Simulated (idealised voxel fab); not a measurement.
You're looking at the process module voxel wiring stack.
Each square cell in cross-section cut measures 5 nm, and the section as a whole is 210 nm wide.
Throughout this document, each cross-section is represented as a grid of square cells and is presented as a sequence of bands enumerated from the top downward, where a band comprises one or more rows of cells. Heads up on the band format: heights come first, top then bottom, in nm. After that it's the materials left to right, each with its width in nm. A single material flagged "all across" fills the whole band edge to edge, and "empty" means there's empty space there. Heads up on the height convention: 0 is the point under which the incoming wafer is all one material, and the lowest band has no bottom, it just keeps going down, like "0..down". So if you see something like "30 to 40" for the width, read it as the top row of the band sitting at the first number and the bottom row at the second, with every row in between moving by the same amount as the last. Step note "nothing different" = no cross-section cell changed. Under "Sealed void inventory" you'll find the enclosed gaps, the ones with no way out to the top, that are 8 cells or bigger; each reads width x height at distance, with distance counted from the left edge, everything in nm. Anything after a step's settings on that line? It's the simulator's own note about the step. overlay nm: how far to the right of its planned place the mask lay on this masked step (negative: to the left).

Here's what the planned process steps look like:
1: op RECEIVE | material Si
2: op CONFORMAL_DEP | material SiO2 | thk nm 15
3: op DIRECTIONAL_DEP | material TiN | thk nm 5
4: op DIRECTIONAL_DEP | material Ru | thk nm 25
5: op DIRECTIONAL_DEP | material aC | thk nm 15
6: op PATTERN | tone cover | mask id METAL_1 | material resist | width nm 30 | pitch nm 55 | thk nm 35 | overlay nm 0
7: op DIRECTIONAL_ETCH | etch materials aC | depth nm 15
8: op STRIP | etch materials resist
9: op DIRECTIONAL_ETCH | etch materials Ru | depth nm 25
10: op DIRECTIONAL_ETCH | etch materials TiN | depth nm 5
11: op STRIP | etch materials aC
12: op CONFORMAL_DEP | material SiN | thk nm 5
13: op FILL_DEP | material SiO2 | thk nm 5
14: op CMP | height nm 45
15: op CONFORMAL_DEP | material SiCN | thk nm 5
16: op DIRECTIONAL_DEP | material SiO2 | thk nm 35
17: op MASKED_ETCH | tone open | mask id METAL_2_HOLES | width nm 15 | pitch nm 55 | etch materials SiO2 | depth nm 35 | overlay nm 0
18: op MASKED_ETCH | tone open | mask id METAL_2 | width nm 30 | pitch nm 55 | etch materials SiO2 | depth nm 20 | overlay nm 0
19: op MASKED_ETCH | tone open | mask id METAL_2 | width nm 30 | pitch nm 55 | etch materials SiCN | depth nm 5 | overlay nm 0
20: op CONFORMAL_DEP | material TiN | thk nm 5
21: op FILL_DEP | material Ru | thk nm 5
22: op CMP | height nm 85
23: op CONFORMAL_DEP | material SiCN | thk nm 5
24: op DIRECTIONAL_DEP | material lowk | thk nm 15
25: op PATTERN | tone open | mask id PLUG_2 | material resist | width nm 15 | thk nm 20 | overlay nm 0
26: op DIRECTIONAL_ETCH | etch materials lowk | depth nm 15
27: op DIRECTIONAL_ETCH | etch materials SiCN | depth nm 5
28: op STRIP | etch materials resist
29: op EPI | material Ru | thk nm 10
30: op EPI | material Ru | thk nm 10
31: op DIRECTIONAL_DEP | material TiN | thk nm 5
32: op DIRECTIONAL_DEP | material Ru | thk nm 15
33: op MASKED_ETCH | tone cover | mask id METAL_3 | width nm 30 | pitch nm 55 | etch materials Ru | depth nm 15 | overlay nm 0
34: op MASKED_ETCH | tone cover | mask id METAL_3 | width nm 30 | pitch nm 55 | etch materials TiN | depth nm 5 | overlay nm 0
35: op CONFORMAL_DEP | material SiN | thk nm 5
36: op FILL_DEP | material SiO2 | thk nm 10
37: op CMP | height nm 125
38: op CONFORMAL_DEP | material SiN | thk nm 5

Incoming wafer in cross-section (state: after step 1):
* 0..down: Si all across
* Sealed void inventory: none

Looking at the first of two wafers in cross-section at end of module - ran to plan:
* 130..125: SiN all across
* 125..110: SiO2 55 / SiN 5 / Ru 30 / SiN 5 / SiO2 15 / SiN 5 / Ru 30 / SiN 5 / SiO2 60
* 110..105: SiN 60 / TiN 30 / SiN 25 / TiN 30 / SiN 65
* 105..90: lowk 60 / Ru 15 / lowk 135
* 90..85: SiCN 60 / Ru 15 / SiCN 135
* 85..70: SiO2 60 / TiN 5 / Ru 20 / TiN 5 / SiO2 25 / TiN 5 / Ru 20 / TiN 5 / SiO2 65
* 70..65: SiO2 60 / TiN 5 / Ru 5 / TiN 20 / SiO2 25 / TiN 5 / Ru 5 / TiN 20 / SiO2 65
* 65..50: SiO2 60 / TiN 5 / Ru 5 / TiN 5 / SiO2 40 / TiN 5 / Ru 5 / TiN 5 / SiO2 80
* 50..45: SiCN 60 / TiN 15 / SiCN 40 / TiN 15 / SiCN 80
* 45..20: SiO2 55 / SiN 5 / Ru 30 / SiN 5 / SiO2 15 / SiN 5 / Ru 30 / SiN 5 / SiO2 60
* 20..15: SiN 60 / TiN 30 / SiN 25 / TiN 30 / SiN 65
* 15..0: SiO2 all across
* 0..down: Si all across
* Sealed void inventory: none

Second wafer through the module, sectioned at the end: same beginning and same plan as the first wafer, with one mistake in carrying it out:
* 130..125: SiN all across
* 125..110: SiO2 55 / SiN 5 / Ru 30 / SiN 5 / SiO2 15 / SiN 5 / Ru 30 / SiN 5 / SiO2 60
* 110..105: SiN 60 / TiN 30 / SiN 25 / TiN 30 / SiN 65
* 105..90: lowk 70 / Ru 15 / lowk 125
* 90..85: SiCN 70 / Ru 15 / SiCN 125
* 85..70: SiO2 60 / TiN 5 / Ru 20 / TiN 5 / SiO2 25 / TiN 5 / Ru 20 / TiN 5 / SiO2 65
* 70..65: SiO2 60 / TiN 5 / Ru 5 / TiN 20 / SiO2 25 / TiN 5 / Ru 5 / TiN 20 / SiO2 65
* 65..50: SiO2 60 / TiN 5 / Ru 5 / TiN 5 / SiO2 40 / TiN 5 / Ru 5 / TiN 5 / SiO2 80
* 50..45: SiCN 60 / TiN 15 / SiCN 40 / TiN 15 / SiCN 80
* 45..20: SiO2 55 / SiN 5 / Ru 30 / SiN 5 / SiO2 15 / SiN 5 / Ru 30 / SiN 5 / SiO2 60
* 20..15: SiN 60 / TiN 30 / SiN 25 / TiN 30 / SiN 65
* 15..0: SiO2 all across
* 0..down: Si all across
* Sealed void inventory: none
What broke from the plan during processing? heads up, step 25 didn't go per plan, it actually ran as op PATTERN | tone open | mask id PLUG_2 | material resist | width nm 15 | thk nm 20 | overlay nm 10
Both wafers, final: cells per material equal; arrangement not.
